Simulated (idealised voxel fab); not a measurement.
Documented hereafter: the process module known as voxel lift off.
We display cut, a cross-section 285 nm in width whose square cells are each 5 nm.
Reading order for cross-sections: top band down to bottom band. Underlying form: a grid of square cells. Band size: one or more rows of cells.
Heads up on the band format: heights come first, top then bottom, in nm. After that it's the materials left to right, each with its width in nm. A single material flagged "full width" fills the whole band edge to edge, and "blank" means there's empty space there.
Heights are measured from 0, the level below which the as-received wafer is all one material; the lowest band has no bottom and continues downward, written as in "0 -> down".
Quick explanation for "30 to 40": the width changes in equal steps down the rows of cells, from the first number in the band's top row to the second number in its bottom row.
Given "no modifications" for a step, no cell of the cross-section differs between before and after that step.
The list in "Closed internal voids" covers empty spaces of 8 cells or more that cannot reach the top through any open way, and it gives each as width x height at distance; the distance is from the left edge, and width, height and distance are in nm.
If you see something after the settings on a step's line, that's the simulator's own remark about that step.
"overlay nm", when on a step's line for a step with a mask, measures how far to the right of its planned place the mask lay; a negative measure means to the left.
## So here's the lineup of process steps we planned
1) RECEIVE: material Si
2) CONFORMAL_DEP: material SiO2, thk nm 10
3) PATTERN: tone open, mask id LINES, material resist, width nm 25, pitch nm 40, thk nm 20, overlay nm 0
4) DIRECTIONAL_DEP: material Ru, thk nm 5
5) STRIP: etch materials resist
6) CONFORMAL_DEP: material SiN, thk nm 5
The plan shows the thk nm of step 6 as the first wafer had it; this setting differs between the wafers, which start out alike.
## As-received cross-section, first of several wafers, post step 1
	0 -> down  Si full width
	Closed internal voids: none
## each wafer at the end: cells of each material gained (+) or lost (-) since it was received, then its closed voids
thk nm 5; +10 Ru; +61 SiN; +114 SiO2; Closed internal voids: none
thk nm 10; +10 Ru; +121 SiN; +114 SiO2; Closed internal voids: none
thk nm 15; +10 Ru; +180 SiN; +114 SiO2; Closed internal voids: none
thk nm 20; +10 Ru; +239 SiN; +114 SiO2; Closed internal voids: none
thk nm 25; +10 Ru; +298 SiN; +114 SiO2; Closed internal voids: none
